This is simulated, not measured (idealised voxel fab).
process module | voxel capacitor over wiring
It is cross-section cut that appears here, measuring 295 nm in width, its square cells being 5 nm in size.
Cross-section spec: square-cell grid; bands listed top down; each band is one or more rows. A band entry consists of two parts. The first gives the height of the band's top and the height of its bottom, in nm. The rest lists the band's materials from left to right, each with its width in nm. A single material labelled with the word "throughout" fills the band from edge to edge, and the word "empty" marks empty space. Heads up on the height convention: 0 is the point under which the incoming wafer is all one material, and the lowest band has no bottom, it just keeps going down, like "top 0, no bottom". With a width like "30 to 40", each row of cells in the band differs from the next by the same amount, the top row carrying the first number and the bottom row the second. Reading "remains unaltered" for a step: not a cell of the cross-section changed in it. "Closed void list" lists enclosed empty spaces (at least 8 cells, no open path upward to the top), each as width x height at distance from the left edge, in nm. That trailing text on a step's line, after the settings, is the simulator's own remark on the step. overlay nm: step with mask; distance mask lay right of planned place; negative value = left of planned place.
List of planned process steps
step 1: RECEIVE | material Si
step 2: CONFORMAL_DEP | material SiO2 | thk nm 15
step 3: DIRECTIONAL_DEP | material TiN | thk nm 5
step 4: DIRECTIONAL_DEP | material W | thk nm 15
step 5: PATTERN | tone cover | mask id METAL_1 | material resist | width nm 25 | pitch nm 95 | thk nm 15 | overlay nm 0
step 6: DIRECTIONAL_ETCH | etch materials W | depth nm 15
step 7: DIRECTIONAL_ETCH | etch materials TiN | depth nm 5
step 8: STRIP | etch materials resist
step 9: CONFORMAL_DEP | material SiCN | thk nm 5
step 10: FILL_DEP | material SiO2 | thk nm 5
step 11: CMP | height nm 35
step 12: CONFORMAL_DEP | material SiCN | thk nm 5
step 13: DIRECTIONAL_DEP | material lowk | thk nm 15
step 14: MASKED_ETCH | tone open | mask id PLUG_1 | width nm 15 | etch materials lowk | depth nm 15 | overlay nm 0
step 15: MASKED_ETCH | tone open | mask id PLUG_1 | width nm 15 | etch materials SiCN | depth nm 5 | overlay nm 0
step 16: CONFORMAL_DEP | material TiN | thk nm 5
step 17: FILL_DEP | material Ru | thk nm 5
step 18: CMP | height nm 55
step 19: DIRECTIONAL_DEP | material TiN | thk nm 5
step 20: DIRECTIONAL_DEP | material Al2O3 | thk nm 5
step 21: DIRECTIONAL_DEP | material TiN | thk nm 5
step 22: DIRECTIONAL_DEP | material aC | thk nm 15
step 23: PATTERN | tone cover | mask id UPPER_PLATE | material resist | width nm 75 | thk nm 35 | overlay nm 0
step 24: DIRECTIONAL_ETCH | etch materials aC | depth nm 15
step 25: STRIP | etch materials resist
step 26: DIRECTIONAL_ETCH | etch materials TiN | depth nm 5
step 27: DIRECTIONAL_ETCH | etch materials Al2O3 | depth nm 5
step 28: STRIP | etch materials aC
step 29: DIRECTIONAL_DEP | material aC | thk nm 10
step 30: PATTERN | tone cover | mask id LOWER_PLATE | material resist | width nm 85 | thk nm 25 | overlay nm 0
step 31: DIRECTIONAL_ETCH | etch materials aC | depth nm 10
step 32: STRIP | etch materials resist
step 33: DIRECTIONAL_ETCH | etch materials TiN | depth nm 5
step 34: STRIP | etch materials aC
step 35: FILL_DEP | material SiO2 | thk nm 20
step 36: CMP | height nm 85
step 37: PATTERN | tone open | mask id PLUG_2 | material resist | width nm 15 | thk nm 20 | overlay nm 0
step 38: DIRECTIONAL_ETCH | etch materials SiO2 | depth nm 15
step 39: STRIP | etch materials resist
step 40: CONFORMAL_DEP | material TiN | thk nm 5
step 41: FILL_DEP | material W | thk nm 5
step 42: CMP | height nm 85
step 43: CONFORMAL_DEP | material SiN | thk nm 5
Cross-sectional view of the wafer in its as-received condition, corresponding to the state after step 1
- top 0, no bottom = Si throughout
- Closed void list: none
The first of two wafers, cross-sectioned at the end of the module, with the run proceeding as planned
- top 90, bottom 85 = SiN throughout
- top 85, bottom 75 = SiO2 (105) | TiN (5) | W (5) | TiN (5) | SiO2 (175)
- top 75, bottom 65 = SiO2 (105 to 95) | TiN (15 to 75) | SiO2 (175 to 125)
- top 65, bottom 60 = SiO2 (95) | Al2O3 (75) | SiO2 (125)
- top 60, bottom 55 = SiO2 (90) | TiN (85) | SiO2 (120)
- top 55, bottom 40 = lowk (95) | TiN (5) | Ru (5) | TiN (5) | lowk (185)
- top 40, bottom 35 = SiCN (95) | TiN (15) | SiCN (185)
- top 35, bottom 20 = SiO2 (80) | SiCN (5) | W (25) | SiCN (5) | SiO2 (60) | SiCN (5) | W (25) | SiCN (5) | SiO2 (85)
- top 20, bottom 15 = SiCN (85) | TiN (25) | SiCN (70) | TiN (25) | SiCN (90)
- top 15, bottom 0 = SiO2 throughout
- top 0, no bottom = Si throughout
- Closed void list: none
This cross-section belongs to the second wafer of two at the end of the module; the start and the plan were shared with the first, and the run included one mistake
- top 90, bottom 85 = SiN throughout
- top 85, bottom 75 = SiO2 (105) | TiN (5) | W (5) | TiN (5) | SiO2 (175)
- top 75, bottom 65 = SiO2 (105 to 95) | TiN (15 to 75) | SiO2 (175 to 125)
- top 65, bottom 60 = SiO2 (95) | Al2O3 (75) | SiO2 (125)
- top 60, bottom 55 = SiO2 (95) | TiN (75) | SiO2 (125)
- top 55, bottom 40 = lowk (95) | TiN (5) | Ru (5) | TiN (5) | lowk (185)
- top 40, bottom 35 = SiCN (95) | TiN (15) | SiCN (185)
- top 35, bottom 20 = SiO2 (80) | SiCN (5) | W (25) | SiCN (5) | SiO2 (60) | SiCN (5) | W (25) | SiCN (5) | SiO2 (85)
- top 20, bottom 15 = SiCN (85) | TiN (25) | SiCN (70) | TiN (25) | SiCN (90)
- top 15, bottom 0 = SiO2 throughout
- top 0, no bottom = Si throughout
- Closed void list: none
What was done differently from what was planned? step 30 ran differently from the plan; actual operation with settings: PATTERN | tone cover | mask id LOWER_PLATE | material resist | width nm 75 | thk nm 25 | overlay nm 0
Upon completion, the second wafer contains, in terms of cells, a greater or smaller amount of certain materials than the first wafer: +2 SiO2; -2 TiN
